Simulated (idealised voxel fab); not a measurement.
Title: Process Module voxel ribs on slabs
The cross-section on display is named cut; it measures 235 nm wide, and its cells are 5 nm squares.
Cross-section spec: square-cell grid; bands listed top down; each band is one or more rows. Top height, bottom height, nm. Materials left to right, width each, nm. Single material + "everywhere" = fills band edge to edge. "blank" = empty. Heights are reckoned from 0. Under this level, the received wafer is all of one material. The bottommost band is open-ended downward, for example "0..down". With a width like "30->40", each row of cells in the band differs from the next by the same amount, the top row carrying the first number and the bottom row the second. "left unchanged" -> step changed no cross-section cell. The entry titled "Enclosed cavities" provides the empty spaces that have no open way to the top, restricted to those of 8 cells or more. Each is presented as width x height at distance, the distance being measured from the left edge, with all three in nm. Formally, on a step line, whatever follows the settings is a remark that the simulator itself makes on the step. The "overlay nm" setting may appear on a step's line; for a step that uses a mask, it gives how far to the right of its planned position the mask lay, and a negative value indicates the left.
### Steps planned for the process
1: RECEIVE: material Si
2: DIRECTIONAL_DEP: material SiO2, thk nm 30
3: DIRECTIONAL_DEP: material polySi, thk nm 15
4: MASKED_ETCH: tone cover, mask id RIB, width nm 30, etch materials polySi, depth nm 10, overlay nm 0
5: PATTERN: tone cover, mask id SLAB, material resist, width nm 90, thk nm 15, overlay nm 0
6: DIRECTIONAL_ETCH: etch materials polySi, depth nm 5
7: STRIP: etch materials resist
8: FILL_DEP: material SiO2, thk nm 15
9: CMP: height nm 55
10: DIRECTIONAL_DEP: material TiN, thk nm 5
11: DIRECTIONAL_DEP: material aC, thk nm 10
12: PATTERN: tone cover, mask id HEATER, material resist, width nm 40, thk nm 25, overlay nm 0
13: DIRECTIONAL_ETCH: etch materials aC, depth nm 10
14: STRIP: etch materials resist
15: DIRECTIONAL_ETCH: etch materials TiN, depth nm 5
16: STRIP: etch materials aC
17: CONFORMAL_DEP: material SiN, thk nm 10
### First wafer, two in total, run as planned
### Here's what the wafer looked like in cross-section when it arrived - that's after step 1
> 0..down | Si everywhere
> Enclosed cavities: none
### How the wafer stands in section after step 2
> 30..0 | SiO2 everywhere
> Everything below 0 is unchanged.
### How the wafer stands in section after step 3
> 45..30 | polySi everywhere
> Everything below 30 is unchanged.
### How the wafer stands in section after step 4
> 45..35 | blank: 100, then polySi: 30, then blank: 105
> Everything below 35 is unchanged.
### How the wafer stands in section after step 5
> 60..45 | blank: 70, then resist: 90, then blank: 75
> 45..35 | blank: 70, then resist: 30, then polySi: 30, then resist: 30, then blank: 75
> Everything below 35 is unchanged.
### How the wafer stands in section after step 6
> 60..45 | blank: 70, then resist: 90, then blank: 75
> 45..35 | blank: 70, then resist: 30, then polySi: 30, then resist: 30, then blank: 75
> 35..30 | blank: 70, then polySi: 90, then blank: 75
> Everything below 30 is unchanged.
### How the wafer stands in section after step 7
> 45..35 | blank: 100, then polySi: 30, then blank: 105
> Everything below 35 is unchanged.
### How the wafer stands in section after step 8
> 60..45 | SiO2 everywhere
> 45..35 | SiO2: 100, then polySi: 30, then SiO2: 105
> 35..30 | SiO2: 70, then polySi: 90, then SiO2: 75
> Everything below 30 is unchanged.
### How the wafer stands in section after step 9
> 55..45 | SiO2 everywhere
> Everything below 45 is unchanged.
### How the wafer stands in section after step 10
> 60..55 | TiN everywhere
> Everything below 55 is unchanged.
### How the wafer stands in section after step 11
> 70..60 | aC everywhere
> Everything below 60 is unchanged.
### How the wafer stands in section after step 12
> 95..70 | blank: 95, then resist: 40, then blank: 100
> Everything below 70 is unchanged.
### How the wafer stands in section after step 13
> 85..70 | blank: 95, then resist: 40, then blank: 100
> 70..60 | blank: 95, then aC: 40, then blank: 100
> Everything below 60 is unchanged.
### How the wafer stands in section after step 14
> 70..60 | blank: 95, then aC: 40, then blank: 100
> Everything below 60 is unchanged.
### How the wafer stands in section after step 15
> 70..60 | blank: 95, then aC: 40, then blank: 100
> 60..55 | blank: 95, then TiN: 40, then blank: 100
> Everything below 55 is unchanged.
### How the wafer stands in section after step 16
> 60..55 | blank: 95, then TiN: 40, then blank: 100
> Everything below 55 is unchanged.
### How the wafer stands in section after step 17
> 70..65 | blank: 85, then SiN: 60, then blank: 90
> 65..60 | SiN everywhere
> 60..55 | SiN: 95, then TiN: 40, then SiN: 100
> Everything below 55 is unchanged.
### The Second Wafer: Common Origin and Plan, One Mistake in Execution, Identical to the First Through Step 16
Cross-section, second wafer, at the end time the plan gives for step 17: left unchanged
The plan and the run diverged here: skipped: plan step 17 (never run)
Final cells, second wafer relative to first, materials higher or lower: 98 fewer of SiN
